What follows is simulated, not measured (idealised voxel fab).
Herein follows the process module entitled voxel double patterning.
cross-section cut | 155 nm wide | cells 5 nm
Just so we're on the same page, the cross-sections are grids of square cells, and they're listed out in bands top to bottom, each band one or more rows deep.
Basically the band line says how high the top is and how high the bottom is, in nm, and then what's in it from left to right, every material with its width in nm. Empty space shows up as "blank", and if a single material carries "edge to edge" it runs the full band edge to edge.
Convention: height 0 is the level below which the wafer, as received, is all one material. The lowest band does not terminate at the bottom but continues downward, represented as "from 0 down".
A two-number width, for instance "30 to 40", indicates that the width is equal to the first number in the top row of the band and to the second number in the bottom row, and that it changes by a constant amount per row of cells.
"nothing altered" means the step left every cell of the cross-section as it was.
Empty spaces without an open route to the top, at least 8 cells in extent, make up the entry "Fully sealed voids"; each is given as width x height at distance, where the distance is measured from the left edge, and all are in nm.
Note: text after step settings on the step line = simulator remark on that step.
When a step includes a mask, the "overlay nm" setting on its line states how far to the right of its planned place that mask lay, and negative values state how far to the left.

[List of planned process steps]
- 1: RECEIVE (material Si)
- 2: CONFORMAL_DEP (material SiO2; thk nm 5)
- 3: DIRECTIONAL_DEP (material polySi; thk nm 10)
- 4: DIRECTIONAL_DEP (material SiN; thk nm 10)
- 5: MASKED_ETCH (tone open; mask id FIRST; width nm 15; pitch nm 50; etch materials SiN; depth nm 10; overlay nm 0)
- 6: PATTERN (tone open; mask id SECOND; material resist; width nm 15; pitch nm 50; thk nm 15; overlay nm 0)
- 7: DIRECTIONAL_ETCH (etch materials SiN; depth nm 10)
- 8: STRIP (etch materials resist)
- 9: DIRECTIONAL_ETCH (etch materials polySi; depth nm 10)
- 10: STRIP (etch materials SiN)

[The first of the two wafers, which ran as planned]

[Here's what the wafer looked like in cross-section when it arrived - that's after step 1]
    from 0 down | Si edge to edge
    Fully sealed voids: none

[Step 2 complete: cross-section through the wafer]
    from 5 to 0 | SiO2 edge to edge
    below 0: unchanged

[Step 3 complete: cross-section through the wafer]
    from 15 to 5 | polySi edge to edge
    below 5: unchanged

[Step 4 complete: cross-section through the wafer]
    from 25 to 15 | SiN edge to edge
    below 15: unchanged

[Step 5 complete: cross-section through the wafer]
    from 25 to 15 | SiN 20; blank 15; SiN 35; blank 15; SiN 35; blank 15; SiN 20
    below 15: unchanged

[Step 6 complete: cross-section through the wafer]
    from 40 to 25 | resist 45; blank 15; resist 35; blank 15; resist 45
    from 25 to 15 | SiN 20; resist 15; SiN 35; resist 15; SiN 35; resist 15; SiN 20
    below 15: unchanged

[Step 7 complete: cross-section through the wafer]
    from 40 to 25 | resist 45; blank 15; resist 35; blank 15; resist 45
    from 25 to 15 | SiN 20; resist 15; SiN 10; blank 15; SiN 10; resist 15; SiN 10; blank 15; SiN 10; resist 15; SiN 20
    below 15: unchanged

[Step 8 complete: cross-section through the wafer]
    from 25 to 15 | SiN 20; blank 15; SiN 10; blank 15; SiN 10; blank 15; SiN 10; blank 15; SiN 10; blank 15; SiN 20
    below 15: unchanged

[Step 9 complete: cross-section through the wafer]
    from 25 to 15 | SiN 20; blank 15; SiN 10; blank 15; SiN 10; blank 15; SiN 10; blank 15; SiN 10; blank 15; SiN 20
    from 15 to 5 | polySi 20; blank 15; polySi 10; blank 15; polySi 10; blank 15; polySi 10; blank 15; polySi 10; blank 15; polySi 20
    below 5: unchanged

[Step 10 complete: cross-section through the wafer]
    from 15 to 5 | polySi 20; blank 15; polySi 10; blank 15; polySi 10; blank 15; polySi 10; blank 15; polySi 10; blank 15; polySi 20
    below 5: unchanged

[Second wafer, same starting conditions and recipe as the first, one mistake in executing it, nothing differs from the first up to and including step 4]

[Second wafer, cross-section, planned end of step 5]
    from 25 to 15 | blank 20; SiN 15; blank 35; SiN 15; blank 35; SiN 15; blank 20
    below 15: unchanged

[Second wafer, cross-section, planned end of step 6]
    from 40 to 25 | resist 45; blank 15; resist 35; blank 15; resist 45
    from 25 to 15 | resist 20; SiN 15; resist 10; blank 15; resist 10; SiN 15; resist 10; blank 15; resist 10; SiN 15; resist 20
    below 15: unchanged

Second wafer, cross-section, planned end of step 7: nothing altered

[Second wafer, cross-section, planned end of step 8]
    from 25 to 15 | blank 20; SiN 15; blank 35; SiN 15; blank 35; SiN 15; blank 20
    below 15: unchanged

[Second wafer, cross-section, planned end of step 9]
    from 25 to 15 | blank 20; SiN 15; blank 35; SiN 15; blank 35; SiN 15; blank 20
    from 15 to 5 | blank 20; polySi 15; blank 35; polySi 15; blank 35; polySi 15; blank 20
    below 5: unchanged

[Second wafer, cross-section, planned end of step 10]
    from 15 to 5 | blank 20; polySi 15; blank 35; polySi 15; blank 35; polySi 15; blank 20
    below 5: unchanged
Error vs. plan: heads up, step 5 didn't go per plan, it actually ran as MASKED_ETCH (tone cover; mask id FIRST; width nm 15; pitch nm 50; etch materials SiN; depth nm 10; overlay nm 0)
The closing comparison, in cells, has the second wafer with more or fewer of some materials than the first: 14 fewer of polySi
